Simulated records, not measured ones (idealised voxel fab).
process module | voxel spacer lines
cross-section cut | 225 nm wide | cells 5 nm
A cross-section is a grid of square cells, given in bands from the top down. A band is one or more rows of cells.
Each band's line starts with the height of the band's top and of its bottom, in nm. Then come its materials from left to right, each with its width in nm. One material with "throughout" fills the band from edge to edge. "air" is empty space.
Height 0 is the level under which the wafer as received is all one material. The lowest band goes on downwards, as in "0 down".
A width such as "30 to 40" changes by the same amount from each row of cells to the next, from the band's top row to its bottom row.
"no change" after a step means that no cell of the cross-section changed.
closed voids: empty space of 8 cells or more with no open way to the top, each as width x height at its distance from the left edge, in nm
after a step's settings: what the simulator itself notes on the step
overlay nm, on a step with a mask: how far to the right of its planned place the mask lay; to the left if negative
plan
1 op RECEIVE | material Si
2 op CONFORMAL_DEP | material SiO2 | thk nm 10
3 op DIRECTIONAL_DEP | material TiN | thk nm 10
4 op DIRECTIONAL_DEP | material polySi | thk nm 20
5 op PATTERN | tone cover | mask id MANDREL | material resist | width nm 20 | pitch nm 70 | thk nm 30 | overlay nm 0
6 op DIRECTIONAL_ETCH | etch materials polySi | depth nm 20
7 op STRIP | etch materials resist
8 op CONFORMAL_DEP | material SiN | thk nm 15
9 op DIRECTIONAL_ETCH | etch materials SiN | depth nm 15
10 op STRIP | etch materials polySi
11 op DIRECTIONAL_ETCH | etch materials TiN | depth nm 10
12 op STRIP | etch materials SiN
as received, after step 1
  0 down: Si throughout
  closed voids: none
a wafer at the end: this start, this plan, one mistake
  20 to 10: air 5 | TiN 15 | air 20 | TiN 15 | air 20 | TiN 15 | air 20 | TiN 15 | air 20 | TiN 15 | air 20 | TiN 15 | air 30
  10 to 0: SiO2 throughout
  0 down: Si throughout
  closed voids: none
what went wrong: step 5 ran as: op PATTERN | tone cover | mask id MANDREL | material resist | width nm 20 | pitch nm 70 | thk nm 30 | overlay nm -10
